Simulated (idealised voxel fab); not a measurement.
This is a process module. Its name is voxel capacitor over wiring.
The width of the displayed cross-section, cut, is 215 nm; its cells are square, with a size of 5 nm.
In this document a cross-section is written as a grid of square cells. It is given as a series of bands, listed from the top down, and a band is one or more rows of cells. The band entry comprises the height of the band's top followed by the height of its bottom, expressed in nm, and subsequently the band's materials from left to right, each stated together with its width in nm. Where a single material is marked with the word "edge to edge", that material fills the band from edge to edge. The word "empty" represents empty space. Ref level 0: as-received wafer is one material below here. Bottom band extends down with no lower bound ("0..down"). Quick explanation for "30..40": the width changes in equal steps down the rows of cells, from the first number in the band's top row to the second number in its bottom row. Where a step carries "nothing got changed", the cross-section came out of it unchanged, cell for cell. So "Voids lacking openings" is basically the list of trapped voids: any empty space of 8 cells or more that can't reach the top through an opening. They're written width x height at distance, the distance being from the left edge, and it's all nm. Note: text after step settings on the step line = simulator remark on that step. "overlay nm" answers the question of how far to the right of plan the mask lay on a step that has a mask, and when it is negative the answer is to the left.

**Set out below are the planned steps of the process**
- 1: RECEIVE (material Si)
- 2: CONFORMAL_DEP (material SiO2; thk nm 10)
- 3: DIRECTIONAL_DEP (material TiN; thk nm 5)
- 4: DIRECTIONAL_DEP (material Ru; thk nm 20)
- 5: DIRECTIONAL_DEP (material aC; thk nm 15)
- 6: PATTERN (tone cover; mask id METAL_1; material resist; width nm 30; pitch nm 95; thk nm 30; overlay nm 0)
- 7: DIRECTIONAL_ETCH (etch materials aC; depth nm 15)
- 8: STRIP (etch materials resist)
- 9: DIRECTIONAL_ETCH (etch materials Ru; depth nm 20)
- 10: DIRECTIONAL_ETCH (etch materials TiN; depth nm 5)
- 11: STRIP (etch materials aC)
- 12: CONFORMAL_DEP (material SiN; thk nm 5)
- 13: FILL_DEP (material lowk; thk nm 10)
- 14: CMP (height nm 35)
- 15: CONFORMAL_DEP (material SiCN; thk nm 5)
- 16: DIRECTIONAL_DEP (material SiO2; thk nm 20)
- 17: MASKED_ETCH (tone open; mask id PLUG_1; width nm 15; etch materials SiO2; depth nm 20; overlay nm 0)
- 18: MASKED_ETCH (tone open; mask id PLUG_1; width nm 15; etch materials SiCN; depth nm 5; overlay nm 0)
- 19: CONFORMAL_DEP (material TiN; thk nm 5)
- 20: FILL_DEP (material Ru; thk nm 5)
- 21: CMP (height nm 60)
- 22: DIRECTIONAL_DEP (material TiN; thk nm 5)
- 23: DIRECTIONAL_DEP (material HfO2; thk nm 5)
- 24: DIRECTIONAL_DEP (material TiN; thk nm 5)
- 25: PATTERN (tone cover; mask id UPPER_PLATE; material resist; width nm 70; thk nm 15; overlay nm 0)
- 26: DIRECTIONAL_ETCH (etch materials TiN; depth nm 5)
- 27: DIRECTIONAL_ETCH (etch materials HfO2; depth nm 5)
- 28: STRIP (etch materials resist)
- 29: PATTERN (tone cover; mask id LOWER_PLATE; material resist; width nm 80; thk nm 20; overlay nm 0)
- 30: DIRECTIONAL_ETCH (etch materials TiN; depth nm 5)
- 31: STRIP (etch materials resist)
- 32: FILL_DEP (material SiO2; thk nm 20)
- 33: CMP (height nm 90)
- 34: PATTERN (tone open; mask id PLUG_2; material resist; width nm 15; thk nm 20; overlay nm -15)
- 35: DIRECTIONAL_ETCH (etch materials SiO2; depth nm 15)
- 36: STRIP (etch materials resist)
- 37: CONFORMAL_DEP (material TiN; thk nm 5)
- 38: FILL_DEP (material Cu; thk nm 10)
- 39: CMP (height nm 90)
- 40: CONFORMAL_DEP (material SiCN; thk nm 5)
Quick note for whoever runs this: the wafers start identical, but the overlay nm at step 34 isn't the same across them. The plan just shows what the first wafer had.

**Cross-section, first of several wafers, as delivered after step 1**
* 0..down | Si edge to edge
* Voids lacking openings: none

**Tabulated below, wafer by wafer, are the end-of-module results: for each material, the number of cells gained (+) or lost (-) relative to the as-received state, followed by the closed voids**
overlay nm -15 | +2 Cu | +14 HfO2 | +52 Ru | +83 SiCN | +47 SiN | +451 SiO2 | +60 TiN | +108 lowk | Voids lacking openings: none
overlay nm -10 | +2 Cu | +14 HfO2 | +52 Ru | +83 SiCN | +47 SiN | +451 SiO2 | +60 TiN | +108 lowk | Voids lacking openings: none
overlay nm -5 | +2 Cu | +14 HfO2 | +52 Ru | +83 SiCN | +47 SiN | +451 SiO2 | +60 TiN | +108 lowk | Voids lacking openings: none
overlay nm 0 | +2 Cu | +14 HfO2 | +52 Ru | +83 SiCN | +47 SiN | +451 SiO2 | +60 TiN | +108 lowk | Voids lacking openings: none
overlay nm 5 | +2 Cu | +14 HfO2 | +52 Ru | +83 SiCN | +47 SiN | +451 SiO2 | +60 TiN | +108 lowk | Voids lacking openings: none
overlay nm 10 | +2 Cu | +14 HfO2 | +52 Ru | +83 SiCN | +47 SiN | +451 SiO2 | +60 TiN | +108 lowk | Voids lacking openings: none
overlay nm 15 | +2 Cu | +14 HfO2 | +52 Ru | +83 SiCN | +47 SiN | +451 SiO2 | +60 TiN | +108 lowk | Voids lacking openings: none
